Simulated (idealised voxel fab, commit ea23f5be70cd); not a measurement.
process module | voxel transistor to metal
cross-section cut | 165 nm wide | cells 5 nm
A cross-section is a grid of square cells, given in bands from the top down. A band is one or more rows of cells.
Each band's line starts with the height of the band's top and of its bottom, in nm. Then come its materials from left to right, each with its width in nm. One material with "throughout" fills the band from edge to edge. "air" is empty space.
Height 0 is the level under which the wafer as received is all one material. The lowest band goes on downwards, as in "0 down".
A width such as "30 to 40" changes by the same amount from each row of cells to the next, from the band's top row to its bottom row.
"no change" after a step means that no cell of the cross-section changed.
closed voids: empty space of 8 cells or more with no open way to the top, each as width x height at its distance from the left edge, in nm
after a step's settings: what the simulator itself notes on the step
overlay nm, on a step with a mask: how far to the right of its planned place the mask lay; to the left if negative
plan
1 op RECEIVE | material Si
2 op CONFORMAL_DEP | material SiO2 | thk nm 5
3 op CONFORMAL_DEP | material SiN | thk nm 10
4 op PATTERN | tone cover | mask id ACTIVE | material resist | width nm 115 | thk nm 20 | overlay nm 0
5 op DIRECTIONAL_ETCH | etch materials SiN | depth nm 10
6 op DIRECTIONAL_ETCH | etch materials SiO2 | depth nm 5
7 op DIRECTIONAL_ETCH | etch materials Si | depth nm 25
8 op STRIP | etch materials resist
9 op FILL_DEP | material SiO2 | thk nm 10
10 op CMP | height nm 15
11 op SELECTIVE_ETCH | etch materials SiO2 | depth nm 10
12 op STRIP | etch materials SiN
13 op SELECTIVE_ETCH | etch materials SiO2 | depth nm 5
14 op OXIDIZE | depth nm 5
15 op DIRECTIONAL_DEP | material polySi | thk nm 25
16 op DIRECTIONAL_DEP | material SiCN | thk nm 15
17 op MASKED_ETCH | tone cover | mask id GATE | width nm 25 | etch materials SiCN | depth nm 25 | overlay nm 0
18 op MASKED_ETCH | tone cover | mask id GATE | width nm 25 | etch materials polySi | depth nm 35 | overlay nm 0
19 op CONFORMAL_DEP | material SiN | thk nm 10
20 op DIRECTIONAL_ETCH | etch materials SiN | depth nm 10
21 op DIRECTIONAL_ETCH | etch materials SiO2 | depth nm 5
22 op DIRECTIONAL_ETCH | etch materials Si | depth nm 15
23 op EPI | material nSi | thk nm 20
24 op FILL_DEP | material SiO2 | thk nm 5
25 op CMP | height nm 25
26 op STRIP | etch materials polySi
27 op SELECTIVE_ETCH | etch materials SiO2 | depth nm 5
28 op CONFORMAL_DEP | material HfO2 | thk nm 5
29 op CONFORMAL_DEP | material TiN | thk nm 5
30 op FILL_DEP | material W | thk nm 5
31 op CMP | height nm 20
32 op DIRECTIONAL_DEP | material SiO2 | thk nm 10
33 op PATTERN | tone open | mask id CONTACT | material resist | width nm 20 | pitch nm 75 | thk nm 20 | overlay nm 0
34 op DIRECTIONAL_ETCH | etch materials SiO2 | depth nm 30
35 op STRIP | etch materials resist
36 op CONFORMAL_DEP | material TiN | thk nm 5
37 op FILL_DEP | material W | thk nm 5
38 op CMP | height nm 30
39 op CONFORMAL_DEP | material SiCN | thk nm 5
40 op DIRECTIONAL_DEP | material lowk | thk nm 20
41 op DIRECTIONAL_DEP | material aC | thk nm 15
42 op PATTERN | tone open | mask id METAL_1 | material resist | width nm 20 | pitch nm 75 | thk nm 30 | overlay nm 0
43 op DIRECTIONAL_ETCH | etch materials aC | depth nm 15
44 op STRIP | etch materials resist
45 op DIRECTIONAL_ETCH | etch materials lowk | depth nm 20
46 op DIRECTIONAL_ETCH | etch materials SiCN | depth nm 5
47 op STRIP | etch materials aC
48 op CONFORMAL_DEP | material TiN | thk nm 5
49 op FILL_DEP | material Cu | thk nm 5
50 op CMP | height nm 55
51 op EPI | material Ru | thk nm 5
52 op FILL_DEP | material SiCN | thk nm 5
53 op DIRECTIONAL_DEP | material lowk | thk nm 30
54 op MASKED_ETCH | tone open | mask id METAL_2 | width nm 20 | pitch nm 75 | etch materials lowk | depth nm 15 | overlay nm 0
55 op MASKED_ETCH | tone open | mask id METAL_2_HOLES | width nm 15 | pitch nm 75 | etch materials lowk | depth nm 15 | overlay nm 0
56 op MASKED_ETCH | tone open | mask id METAL_2_HOLES | width nm 15 | pitch nm 75 | etch materials SiCN | depth nm 5 | overlay nm 0
57 op CONFORMAL_DEP | material TiN | thk nm 5
58 op FILL_DEP | material Cu | thk nm 5
59 op CMP | height nm 95
60 op CONFORMAL_DEP | material SiCN | thk nm 5
first wafer, as planned
as received, after step 1
  0 down: Si throughout
  closed voids: none
after step 2
  5 to 0: SiO2 throughout
  below 0: unchanged
after step 3
  15 to 5: SiN throughout
  below 5: unchanged
after step 4
  35 to 15: air 25 | resist 115 | air 25
  below 15: unchanged
after step 5
  35 to 15: air 25 | resist 115 | air 25
  15 to 5: air 25 | SiN 115 | air 25
  below 5: unchanged
after step 6
  35 to 15: air 25 | resist 115 | air 25
  15 to 5: air 25 | SiN 115 | air 25
  5 to 0: air 25 | SiO2 115 | air 25
  below 0: unchanged
after step 7
  35 to 15: air 25 | resist 115 | air 25
  15 to 5: air 25 | SiN 115 | air 25
  5 to 0: air 25 | SiO2 115 | air 25
  0 to -25: air 25 | Si 115 | air 25
  below -25: unchanged
after step 8
  15 to 5: air 25 | SiN 115 | air 25
  below 5: unchanged
after step 9
  25 to 15: SiO2 throughout
  15 to 5: SiO2 25 | SiN 115 | SiO2 25
  5 to 0: SiO2 throughout
  0 to -25: SiO2 25 | Si 115 | SiO2 25
  below -25: unchanged
after step 10
  15 to 5: SiO2 25 | SiN 115 | SiO2 25
  below 5: unchanged
after step 11
  15 to 5: air 25 | SiN 115 | air 25
  below 5: unchanged
after step 12
  5 to 0: SiO2 throughout
  below 0: unchanged
after step 13
  0 to -25: SiO2 25 | Si 115 | SiO2 25
  below -25: unchanged
after step 14
  0 to -5: SiO2 throughout
  below -5: unchanged
after step 15
  25 to 0: polySi throughout
  below 0: unchanged
after step 16
  40 to 25: SiCN throughout
  below 25: unchanged
after step 17
  40 to 25: air 70 | SiCN 25 | air 70
  below 25: unchanged
after step 18
  40 to 25: air 70 | SiCN 25 | air 70
  25 to 0: air 70 | polySi 25 | air 70
  below 0: unchanged
after step 19
  50 to 40: air 60 | SiN 45 | air 60
  40 to 25: air 60 | SiN 10 | SiCN 25 | SiN 10 | air 60
  25 to 10: air 60 | SiN 10 | polySi 25 | SiN 10 | air 60
  10 to 0: SiN 70 | polySi 25 | SiN 70
  below 0: unchanged
after step 20
  40 to 25: air 60 | SiN 10 | SiCN 25 | SiN 10 | air 60
  25 to 0: air 60 | SiN 10 | polySi 25 | SiN 10 | air 60
  below 0: unchanged
after step 21
  40 to 25: air 60 | SiN 10 | SiCN 25 | SiN 10 | air 60
  25 to 0: air 60 | SiN 10 | polySi 25 | SiN 10 | air 60
  0 to -5: air 60 | SiO2 45 | air 60
  below -5: unchanged
after step 22
  40 to 25: air 60 | SiN 10 | SiCN 25 | SiN 10 | air 60
  25 to 0: air 60 | SiN 10 | polySi 25 | SiN 10 | air 60
  0 to -5: air 60 | SiO2 45 | air 60
  -5 to -20: SiO2 25 | air 35 | Si 45 | air 35 | SiO2 25
  below -20: unchanged
after step 23
  40 to 25: air 60 | SiN 10 | SiCN 25 | SiN 10 | air 60
  25 to 15: air 60 | SiN 10 | polySi 25 | SiN 10 | air 60
  15 to 0: air 40 | nSi 20 | SiN 10 | polySi 25 | SiN 10 | nSi 20 | air 40
  0 to -5: air 20 | nSi 40 | SiO2 45 | nSi 40 | air 20
  -5 to -20: SiO2 25 | nSi 35 | Si 45 | nSi 35 | SiO2 25
  below -20: unchanged
after step 24
  45 to 40: SiO2 throughout
  40 to 25: SiO2 60 | SiN 10 | SiCN 25 | SiN 10 | SiO2 60
  25 to 15: SiO2 60 | SiN 10 | polySi 25 | SiN 10 | SiO2 60
  15 to 0: SiO2 40 | nSi 20 | SiN 10 | polySi 25 | SiN 10 | nSi 20 | SiO2 40
  0 to -5: SiO2 20 | nSi 40 | SiO2 45 | nSi 40 | SiO2 20
  below -5: unchanged
after step 25
  25 to 15: SiO2 60 | SiN 10 | polySi 25 | SiN 10 | SiO2 60
  below 15: unchanged
after step 26
  25 to 15: SiO2 60 | SiN 10 | air 25 | SiN 10 | SiO2 60
  15 to 0: SiO2 40 | nSi 20 | SiN 10 | air 25 | SiN 10 | nSi 20 | SiO2 40
  below 0: unchanged
after step 27
  25 to 20: air 60 | SiN 10 | air 25 | SiN 10 | air 60
  20 to 15: SiO2 60 | SiN 10 | air 25 | SiN 10 | SiO2 60
  15 to 0: SiO2 40 | nSi 20 | SiN 10 | air 25 | SiN 10 | nSi 20 | SiO2 40
  0 to -5: SiO2 20 | nSi 40 | SiO2 5 | air 35 | SiO2 5 | nSi 40 | SiO2 20
  below -5: unchanged
after step 28
  30 to 25: air 55 | HfO2 20 | air 15 | HfO2 20 | air 55
  25 to 20: HfO2 60 | SiN 10 | HfO2 5 | air 15 | HfO2 5 | SiN 10 | HfO2 60
  20 to 15: SiO2 60 | SiN 10 | HfO2 5 | air 15 | HfO2 5 | SiN 10 | SiO2 60
  15 to 0: SiO2 40 | nSi 20 | SiN 10 | HfO2 5 | air 15 | HfO2 5 | SiN 10 | nSi 20 | SiO2 40
  0 to -5: SiO2 20 | nSi 40 | SiO2 5 | HfO2 35 | SiO2 5 | nSi 40 | SiO2 20
  below -5: unchanged
after step 29
  35 to 30: air 50 | TiN 30 | air 5 | TiN 30 | air 50
  30 to 25: TiN 55 | HfO2 20 | TiN 5 | air 5 | TiN 5 | HfO2 20 | TiN 55
  25 to 20: HfO2 60 | SiN 10 | HfO2 5 | TiN 5 | air 5 | TiN 5 | HfO2 5 | SiN 10 | HfO2 60
  20 to 15: SiO2 60 | SiN 10 | HfO2 5 | TiN 5 | air 5 | TiN 5 | HfO2 5 | SiN 10 | SiO2 60
  15 to 5: SiO2 40 | nSi 20 | SiN 10 | HfO2 5 | TiN 5 | air 5 | TiN 5 | HfO2 5 | SiN 10 | nSi 20 | SiO2 40
  5 to 0: SiO2 40 | nSi 20 | SiN 10 | HfO2 5 | TiN 15 | HfO2 5 | SiN 10 | nSi 20 | SiO2 40
  below 0: unchanged
after step 30
  40 to 35: W throughout
  35 to 30: W 50 | TiN 30 | W 5 | TiN 30 | W 50
  30 to 25: TiN 55 | HfO2 20 | TiN 5 | W 5 | TiN 5 | HfO2 20 | TiN 55
  25 to 20: HfO2 60 | SiN 10 | HfO2 5 | TiN 5 | W 5 | TiN 5 | HfO2 5 | SiN 10 | HfO2 60
  20 to 15: SiO2 60 | SiN 10 | HfO2 5 | TiN 5 | W 5 | TiN 5 | HfO2 5 | SiN 10 | SiO2 60
  15 to 5: SiO2 40 | nSi 20 | SiN 10 | HfO2 5 | TiN 5 | W 5 | TiN 5 | HfO2 5 | SiN 10 | nSi 20 | SiO2 40
  below 5: unchanged
after step 31
  20 to 15: SiO2 60 | SiN 10 | HfO2 5 | TiN 5 | W 5 | TiN 5 | HfO2 5 | SiN 10 | SiO2 60
  below 15: unchanged
after step 32
  30 to 20: SiO2 throughout
  below 20: unchanged
after step 33
  50 to 30: resist 35 | air 20 | resist 55 | air 20 | resist 35
  below 30: unchanged
after step 34
  50 to 30: resist 35 | air 20 | resist 55 | air 20 | resist 35
  30 to 20: SiO2 35 | air 20 | SiO2 55 | air 20 | SiO2 35
  20 to 15: SiO2 35 | air 20 | SiO2 5 | SiN 10 | HfO2 5 | TiN 5 | W 5 | TiN 5 | HfO2 5 | SiN 10 | SiO2 5 | air 20 | SiO2 35
  15 to 5: SiO2 35 | air 5 | nSi 20 | SiN 10 | HfO2 5 | TiN 5 | W 5 | TiN 5 | HfO2 5 | SiN 10 | nSi 20 | air 5 | SiO2 35
  5 to 0: SiO2 35 | air 5 | nSi 20 | SiN 10 | HfO2 5 | TiN 15 | HfO2 5 | SiN 10 | nSi 20 | air 5 | SiO2 35
  below 0: unchanged
after step 35
  30 to 20: SiO2 35 | air 20 | SiO2 55 | air 20 | SiO2 35
  below 20: unchanged
after step 36
  35 to 30: TiN 40 | air 10 | TiN 65 | air 10 | TiN 40
  30 to 20: SiO2 35 | TiN 5 | air 10 | TiN 5 | SiO2 55 | TiN 5 | air 10 | TiN 5 | SiO2 35
  20 to 15: SiO2 35 | TiN 20 | SiO2 5 | SiN 10 | HfO2 5 | TiN 5 | W 5 | TiN 5 | HfO2 5 | SiN 10 | SiO2 5 | TiN 20 | SiO2 35
  15 to 5: SiO2 35 | TiN 5 | nSi 20 | SiN 10 | HfO2 5 | TiN 5 | W 5 | TiN 5 | HfO2 5 | SiN 10 | nSi 20 | TiN 5 | SiO2 35
  5 to 0: SiO2 35 | TiN 5 | nSi 20 | SiN 10 | HfO2 5 | TiN 15 | HfO2 5 | SiN 10 | nSi 20 | TiN 5 | SiO2 35
  below 0: unchanged
after step 37
  40 to 35: W throughout
  35 to 30: TiN 40 | W 10 | TiN 65 | W 10 | TiN 40
  30 to 20: SiO2 35 | TiN 5 | W 10 | TiN 5 | SiO2 55 | TiN 5 | W 10 | TiN 5 | SiO2 35
  below 20: unchanged
after step 38
  30 to 20: SiO2 35 | TiN 5 | W 10 | TiN 5 | SiO2 55 | TiN 5 | W 10 | TiN 5 | SiO2 35
  below 20: unchanged
after step 39
  35 to 30: SiCN throughout
  below 30: unchanged
after step 40
  55 to 35: lowk throughout
  below 35: unchanged
after step 41
  70 to 55: aC throughout
  below 55: unchanged
after step 42
  100 to 70: resist 35 | air 20 | resist 55 | air 20 | resist 35
  below 70: unchanged
after step 43
  85 to 70: resist 35 | air 20 | resist 55 | air 20 | resist 35
  70 to 55: aC 35 | air 20 | aC 55 | air 20 | aC 35
  below 55: unchanged
after step 44
  70 to 55: aC 35 | air 20 | aC 55 | air 20 | aC 35
  below 55: unchanged
after step 45
  70 to 55: aC 35 | air 20 | aC 55 | air 20 | aC 35
  55 to 35: lowk 35 | air 20 | lowk 55 | air 20 | lowk 35
  below 35: unchanged
after step 46
  70 to 55: aC 35 | air 20 | aC 55 | air 20 | aC 35
  55 to 35: lowk 35 | air 20 | lowk 55 | air 20 | lowk 35
  35 to 30: SiCN 35 | air 20 | SiCN 55 | air 20 | SiCN 35
  below 30: unchanged
after step 47
  55 to 35: lowk 35 | air 20 | lowk 55 | air 20 | lowk 35
  below 35: unchanged
after step 48
  60 to 55: TiN 40 | air 10 | TiN 65 | air 10 | TiN 40
  55 to 35: lowk 35 | TiN 5 | air 10 | TiN 5 | lowk 55 | TiN 5 | air 10 | TiN 5 | lowk 35
  35 to 30: SiCN 35 | TiN 20 | SiCN 55 | TiN 20 | SiCN 35
  below 30: unchanged
after step 49
  65 to 60: Cu throughout
  60 to 55: TiN 40 | Cu 10 | TiN 65 | Cu 10 | TiN 40
  55 to 35: lowk 35 | TiN 5 | Cu 10 | TiN 5 | lowk 55 | TiN 5 | Cu 10 | TiN 5 | lowk 35
  below 35: unchanged
after step 50
  55 to 35: lowk 35 | TiN 5 | Cu 10 | TiN 5 | lowk 55 | TiN 5 | Cu 10 | TiN 5 | lowk 35
  below 35: unchanged
after step 51
  60 to 55: air 30 | Ru 30 | air 45 | Ru 30 | air 30
  below 55: unchanged
after step 52
  65 to 60: SiCN throughout
  60 to 55: SiCN 30 | Ru 30 | SiCN 45 | Ru 30 | SiCN 30
  below 55: unchanged
after step 53
  95 to 65: lowk throughout
  below 65: unchanged
after step 54
  95 to 80: lowk 35 | air 20 | lowk 55 | air 20 | lowk 35
  below 80: unchanged
after step 55
  95 to 80: lowk 35 | air 20 | lowk 55 | air 20 | lowk 35
  80 to 65: lowk 35 | air 15 | lowk 60 | air 15 | lowk 40
  below 65: unchanged
after step 56
  95 to 80: lowk 35 | air 20 | lowk 55 | air 20 | lowk 35
  80 to 65: lowk 35 | air 15 | lowk 60 | air 15 | lowk 40
  65 to 60: SiCN 35 | air 15 | SiCN 60 | air 15 | SiCN 40
  below 60: unchanged
after step 57
  100 to 95: TiN 40 | air 10 | TiN 65 | air 10 | TiN 40
  95 to 85: lowk 35 | TiN 5 | air 10 | TiN 5 | lowk 55 | TiN 5 | air 10 | TiN 5 | lowk 35
  85 to 80: lowk 35 | TiN 5 | air 5 | TiN 10 | lowk 55 | TiN 5 | air 5 | TiN 10 | lowk 35
  80 to 65: lowk 35 | TiN 5 | air 5 | TiN 5 | lowk 60 | TiN 5 | air 5 | TiN 5 | lowk 40
  65 to 60: SiCN 35 | TiN 15 | SiCN 60 | TiN 15 | SiCN 40
  below 60: unchanged
after step 58
  105 to 100: Cu throughout
  100 to 95: TiN 40 | Cu 10 | TiN 65 | Cu 10 | TiN 40
  95 to 85: lowk 35 | TiN 5 | Cu 10 | TiN 5 | lowk 55 | TiN 5 | Cu 10 | TiN 5 | lowk 35
  85 to 80: lowk 35 | TiN 5 | Cu 5 | TiN 10 | lowk 55 | TiN 5 | Cu 5 | TiN 10 | lowk 35
  80 to 65: lowk 35 | TiN 5 | Cu 5 | TiN 5 | lowk 60 | TiN 5 | Cu 5 | TiN 5 | lowk 40
  below 65: unchanged
after step 59
  95 to 85: lowk 35 | TiN 5 | Cu 10 | TiN 5 | lowk 55 | TiN 5 | Cu 10 | TiN 5 | lowk 35
  below 85: unchanged
after step 60
  100 to 95: SiCN throughout
  below 95: unchanged
second wafer: like start, like plan, one mistake. Through step 6 it matches the first wafer
when step 7 should have ended
  35 to 15: air 25 | resist 115 | air 25
  15 to 5: air 25 | SiN 115 | air 25
  5 to 0: air 25 | SiO2 115 | air 25
  0 to -50: air 25 | Si 115 | air 25
  below -50: unchanged
when step 8 should have ended
  15 to 5: air 25 | SiN 115 | air 25
  below 5: unchanged
when step 9 should have ended
  25 to 15: SiO2 throughout
  15 to 5: SiO2 25 | SiN 115 | SiO2 25
  5 to 0: SiO2 throughout
  0 to -50: SiO2 25 | Si 115 | SiO2 25
  below -50: unchanged
when step 10 should have ended
  15 to 5: SiO2 25 | SiN 115 | SiO2 25
  below 5: unchanged
when step 11 should have ended
  15 to 5: air 25 | SiN 115 | air 25
  below 5: unchanged
when step 12 should have ended
  5 to 0: SiO2 throughout
  below 0: unchanged
when step 13 should have ended
  0 to -50: SiO2 25 | Si 115 | SiO2 25
  below -50: unchanged
when step 14 should have ended
  0 to -5: SiO2 throughout
  below -5: unchanged
when step 15 should have ended
  25 to 0: polySi throughout
  below 0: unchanged
when step 16 should have ended
  40 to 25: SiCN throughout
  below 25: unchanged
when step 17 should have ended
  40 to 25: air 70 | SiCN 25 | air 70
  below 25: unchanged
when step 18 should have ended
  40 to 25: air 70 | SiCN 25 | air 70
  25 to 0: air 70 | polySi 25 | air 70
  below 0: unchanged
when step 19 should have ended
  50 to 40: air 60 | SiN 45 | air 60
  40 to 25: air 60 | SiN 10 | SiCN 25 | SiN 10 | air 60
  25 to 10: air 60 | SiN 10 | polySi 25 | SiN 10 | air 60
  10 to 0: SiN 70 | polySi 25 | SiN 70
  below 0: unchanged
when step 20 should have ended
  40 to 25: air 60 | SiN 10 | SiCN 25 | SiN 10 | air 60
  25 to 0: air 60 | SiN 10 | polySi 25 | SiN 10 | air 60
  below 0: unchanged
when step 21 should have ended
  40 to 25: air 60 | SiN 10 | SiCN 25 | SiN 10 | air 60
  25 to 0: air 60 | SiN 10 | polySi 25 | SiN 10 | air 60
  0 to -5: air 60 | SiO2 45 | air 60
  below -5: unchanged
when step 22 should have ended
  40 to 25: air 60 | SiN 10 | SiCN 25 | SiN 10 | air 60
  25 to 0: air 60 | SiN 10 | polySi 25 | SiN 10 | air 60
  0 to -5: air 60 | SiO2 45 | air 60
  -5 to -20: SiO2 25 | air 35 | Si 45 | air 35 | SiO2 25
  below -20: unchanged
when step 23 should have ended
  40 to 25: air 60 | SiN 10 | SiCN 25 | SiN 10 | air 60
  25 to 15: air 60 | SiN 10 | polySi 25 | SiN 10 | air 60
  15 to 0: air 40 | nSi 20 | SiN 10 | polySi 25 | SiN 10 | nSi 20 | air 40
  0 to -5: air 20 | nSi 40 | SiO2 45 | nSi 40 | air 20
  -5 to -20: SiO2 25 | nSi 35 | Si 45 | nSi 35 | SiO2 25
  below -20: unchanged
when step 24 should have ended
  45 to 40: SiO2 throughout
  40 to 25: SiO2 60 | SiN 10 | SiCN 25 | SiN 10 | SiO2 60
  25 to 15: SiO2 60 | SiN 10 | polySi 25 | SiN 10 | SiO2 60
  15 to 0: SiO2 40 | nSi 20 | SiN 10 | polySi 25 | SiN 10 | nSi 20 | SiO2 40
  0 to -5: SiO2 20 | nSi 40 | SiO2 45 | nSi 40 | SiO2 20
  below -5: unchanged
when step 25 should have ended
  25 to 15: SiO2 60 | SiN 10 | polySi 25 | SiN 10 | SiO2 60
  below 15: unchanged
when step 26 should have ended
  25 to 15: SiO2 60 | SiN 10 | air 25 | SiN 10 | SiO2 60
  15 to 0: SiO2 40 | nSi 20 | SiN 10 | air 25 | SiN 10 | nSi 20 | SiO2 40
  below 0: unchanged
when step 27 should have ended
  25 to 20: air 60 | SiN 10 | air 25 | SiN 10 | air 60
  20 to 15: SiO2 60 | SiN 10 | air 25 | SiN 10 | SiO2 60
  15 to 0: SiO2 40 | nSi 20 | SiN 10 | air 25 | SiN 10 | nSi 20 | SiO2 40
  0 to -5: SiO2 20 | nSi 40 | SiO2 5 | air 35 | SiO2 5 | nSi 40 | SiO2 20
  below -5: unchanged
when step 28 should have ended
  30 to 25: air 55 | HfO2 20 | air 15 | HfO2 20 | air 55
  25 to 20: HfO2 60 | SiN 10 | HfO2 5 | air 15 | HfO2 5 | SiN 10 | HfO2 60
  20 to 15: SiO2 60 | SiN 10 | HfO2 5 | air 15 | HfO2 5 | SiN 10 | SiO2 60
  15 to 0: SiO2 40 | nSi 20 | SiN 10 | HfO2 5 | air 15 | HfO2 5 | SiN 10 | nSi 20 | SiO2 40
  0 to -5: SiO2 20 | nSi 40 | SiO2 5 | HfO2 35 | SiO2 5 | nSi 40 | SiO2 20
  below -5: unchanged
when step 29 should have ended
  35 to 30: air 50 | TiN 30 | air 5 | TiN 30 | air 50
  30 to 25: TiN 55 | HfO2 20 | TiN 5 | air 5 | TiN 5 | HfO2 20 | TiN 55
  25 to 20: HfO2 60 | SiN 10 | HfO2 5 | TiN 5 | air 5 | TiN 5 | HfO2 5 | SiN 10 | HfO2 60
  20 to 15: SiO2 60 | SiN 10 | HfO2 5 | TiN 5 | air 5 | TiN 5 | HfO2 5 | SiN 10 | SiO2 60
  15 to 5: SiO2 40 | nSi 20 | SiN 10 | HfO2 5 | TiN 5 | air 5 | TiN 5 | HfO2 5 | SiN 10 | nSi 20 | SiO2 40
  5 to 0: SiO2 40 | nSi 20 | SiN 10 | HfO2 5 | TiN 15 | HfO2 5 | SiN 10 | nSi 20 | SiO2 40
  below 0: unchanged
when step 30 should have ended
  40 to 35: W throughout
  35 to 30: W 50 | TiN 30 | W 5 | TiN 30 | W 50
  30 to 25: TiN 55 | HfO2 20 | TiN 5 | W 5 | TiN 5 | HfO2 20 | TiN 55
  25 to 20: HfO2 60 | SiN 10 | HfO2 5 | TiN 5 | W 5 | TiN 5 | HfO2 5 | SiN 10 | HfO2 60
  20 to 15: SiO2 60 | SiN 10 | HfO2 5 | TiN 5 | W 5 | TiN 5 | HfO2 5 | SiN 10 | SiO2 60
  15 to 5: SiO2 40 | nSi 20 | SiN 10 | HfO2 5 | TiN 5 | W 5 | TiN 5 | HfO2 5 | SiN 10 | nSi 20 | SiO2 40
  below 5: unchanged
when step 31 should have ended
  20 to 15: SiO2 60 | SiN 10 | HfO2 5 | TiN 5 | W 5 | TiN 5 | HfO2 5 | SiN 10 | SiO2 60
  below 15: unchanged
when step 32 should have ended
  30 to 20: SiO2 throughout
  below 20: unchanged
when step 33 should have ended
  50 to 30: resist 35 | air 20 | resist 55 | air 20 | resist 35
  below 30: unchanged
when step 34 should have ended
  50 to 30: resist 35 | air 20 | resist 55 | air 20 | resist 35
  30 to 20: SiO2 35 | air 20 | SiO2 55 | air 20 | SiO2 35
  20 to 15: SiO2 35 | air 20 | SiO2 5 | SiN 10 | HfO2 5 | TiN 5 | W 5 | TiN 5 | HfO2 5 | SiN 10 | SiO2 5 | air 20 | SiO2 35
  15 to 5: SiO2 35 | air 5 | nSi 20 | SiN 10 | HfO2 5 | TiN 5 | W 5 | TiN 5 | HfO2 5 | SiN 10 | nSi 20 | air 5 | SiO2 35
  5 to 0: SiO2 35 | air 5 | nSi 20 | SiN 10 | HfO2 5 | TiN 15 | HfO2 5 | SiN 10 | nSi 20 | air 5 | SiO2 35
  below 0: unchanged
when step 35 should have ended
  30 to 20: SiO2 35 | air 20 | SiO2 55 | air 20 | SiO2 35
  below 20: unchanged
when step 36 should have ended
  35 to 30: TiN 40 | air 10 | TiN 65 | air 10 | TiN 40
  30 to 20: SiO2 35 | TiN 5 | air 10 | TiN 5 | SiO2 55 | TiN 5 | air 10 | TiN 5 | SiO2 35
  20 to 15: SiO2 35 | TiN 20 | SiO2 5 | SiN 10 | HfO2 5 | TiN 5 | W 5 | TiN 5 | HfO2 5 | SiN 10 | SiO2 5 | TiN 20 | SiO2 35
  15 to 5: SiO2 35 | TiN 5 | nSi 20 | SiN 10 | HfO2 5 | TiN 5 | W 5 | TiN 5 | HfO2 5 | SiN 10 | nSi 20 | TiN 5 | SiO2 35
  5 to 0: SiO2 35 | TiN 5 | nSi 20 | SiN 10 | HfO2 5 | TiN 15 | HfO2 5 | SiN 10 | nSi 20 | TiN 5 | SiO2 35
  below 0: unchanged
when step 37 should have ended
  40 to 35: W throughout
  35 to 30: TiN 40 | W 10 | TiN 65 | W 10 | TiN 40
  30 to 20: SiO2 35 | TiN 5 | W 10 | TiN 5 | SiO2 55 | TiN 5 | W 10 | TiN 5 | SiO2 35
  below 20: unchanged
when step 38 should have ended
  30 to 20: SiO2 35 | TiN 5 | W 10 | TiN 5 | SiO2 55 | TiN 5 | W 10 | TiN 5 | SiO2 35
  below 20: unchanged
when step 39 should have ended
  35 to 30: SiCN throughout
  below 30: unchanged
when step 40 should have ended
  55 to 35: lowk throughout
  below 35: unchanged
when step 41 should have ended
  70 to 55: aC throughout
  below 55: unchanged
when step 42 should have ended
  100 to 70: resist 35 | air 20 | resist 55 | air 20 | resist 35
  below 70: unchanged
when step 43 should have ended
  85 to 70: resist 35 | air 20 | resist 55 | air 20 | resist 35
  70 to 55: aC 35 | air 20 | aC 55 | air 20 | aC 35
  below 55: unchanged
when step 44 should have ended
  70 to 55: aC 35 | air 20 | aC 55 | air 20 | aC 35
  below 55: unchanged
when step 45 should have ended
  70 to 55: aC 35 | air 20 | aC 55 | air 20 | aC 35
  55 to 35: lowk 35 | air 20 | lowk 55 | air 20 | lowk 35
  below 35: unchanged
when step 46 should have ended
  70 to 55: aC 35 | air 20 | aC 55 | air 20 | aC 35
  55 to 35: lowk 35 | air 20 | lowk 55 | air 20 | lowk 35
  35 to 30: SiCN 35 | air 20 | SiCN 55 | air 20 | SiCN 35
  below 30: unchanged
when step 47 should have ended
  55 to 35: lowk 35 | air 20 | lowk 55 | air 20 | lowk 35
  below 35: unchanged
when step 48 should have ended
  60 to 55: TiN 40 | air 10 | TiN 65 | air 10 | TiN 40
  55 to 35: lowk 35 | TiN 5 | air 10 | TiN 5 | lowk 55 | TiN 5 | air 10 | TiN 5 | lowk 35
  35 to 30: SiCN 35 | TiN 20 | SiCN 55 | TiN 20 | SiCN 35
  below 30: unchanged
when step 49 should have ended
  65 to 60: Cu throughout
  60 to 55: TiN 40 | Cu 10 | TiN 65 | Cu 10 | TiN 40
  55 to 35: lowk 35 | TiN 5 | Cu 10 | TiN 5 | lowk 55 | TiN 5 | Cu 10 | TiN 5 | lowk 35
  below 35: unchanged
when step 50 should have ended
  55 to 35: lowk 35 | TiN 5 | Cu 10 | TiN 5 | lowk 55 | TiN 5 | Cu 10 | TiN 5 | lowk 35
  below 35: unchanged
when step 51 should have ended
  60 to 55: air 30 | Ru 30 | air 45 | Ru 30 | air 30
  below 55: unchanged
when step 52 should have ended
  65 to 60: SiCN throughout
  60 to 55: SiCN 30 | Ru 30 | SiCN 45 | Ru 30 | SiCN 30
  below 55: unchanged
when step 53 should have ended
  95 to 65: lowk throughout
  below 65: unchanged
when step 54 should have ended
  95 to 80: lowk 35 | air 20 | lowk 55 | air 20 | lowk 35
  below 80: unchanged
when step 55 should have ended
  95 to 80: lowk 35 | air 20 | lowk 55 | air 20 | lowk 35
  80 to 65: lowk 35 | air 15 | lowk 60 | air 15 | lowk 40
  below 65: unchanged
when step 56 should have ended
  95 to 80: lowk 35 | air 20 | lowk 55 | air 20 | lowk 35
  80 to 65: lowk 35 | air 15 | lowk 60 | air 15 | lowk 40
  65 to 60: SiCN 35 | air 15 | SiCN 60 | air 15 | SiCN 40
  below 60: unchanged
when step 57 should have ended
  100 to 95: TiN 40 | air 10 | TiN 65 | air 10 | TiN 40
  95 to 85: lowk 35 | TiN 5 | air 10 | TiN 5 | lowk 55 | TiN 5 | air 10 | TiN 5 | lowk 35
  85 to 80: lowk 35 | TiN 5 | air 5 | TiN 10 | lowk 55 | TiN 5 | air 5 | TiN 10 | lowk 35
  80 to 65: lowk 35 | TiN 5 | air 5 | TiN 5 | lowk 60 | TiN 5 | air 5 | TiN 5 | lowk 40
  65 to 60: SiCN 35 | TiN 15 | SiCN 60 | TiN 15 | SiCN 40
  below 60: unchanged
when step 58 should have ended
  105 to 100: Cu throughout
  100 to 95: TiN 40 | Cu 10 | TiN 65 | Cu 10 | TiN 40
  95 to 85: lowk 35 | TiN 5 | Cu 10 | TiN 5 | lowk 55 | TiN 5 | Cu 10 | TiN 5 | lowk 35
  85 to 80: lowk 35 | TiN 5 | Cu 5 | TiN 10 | lowk 55 | TiN 5 | Cu 5 | TiN 10 | lowk 35
  80 to 65: lowk 35 | TiN 5 | Cu 5 | TiN 5 | lowk 60 | TiN 5 | Cu 5 | TiN 5 | lowk 40
  below 65: unchanged
when step 59 should have ended
  95 to 85: lowk 35 | TiN 5 | Cu 10 | TiN 5 | lowk 55 | TiN 5 | Cu 10 | TiN 5 | lowk 35
  below 85: unchanged
when step 60 should have ended
  100 to 95: SiCN throughout
  below 95: unchanged
what went wrong: step 7 was run twice
at the end the second wafer has, in cells: 50 fewer of Si | 50 more of SiO2
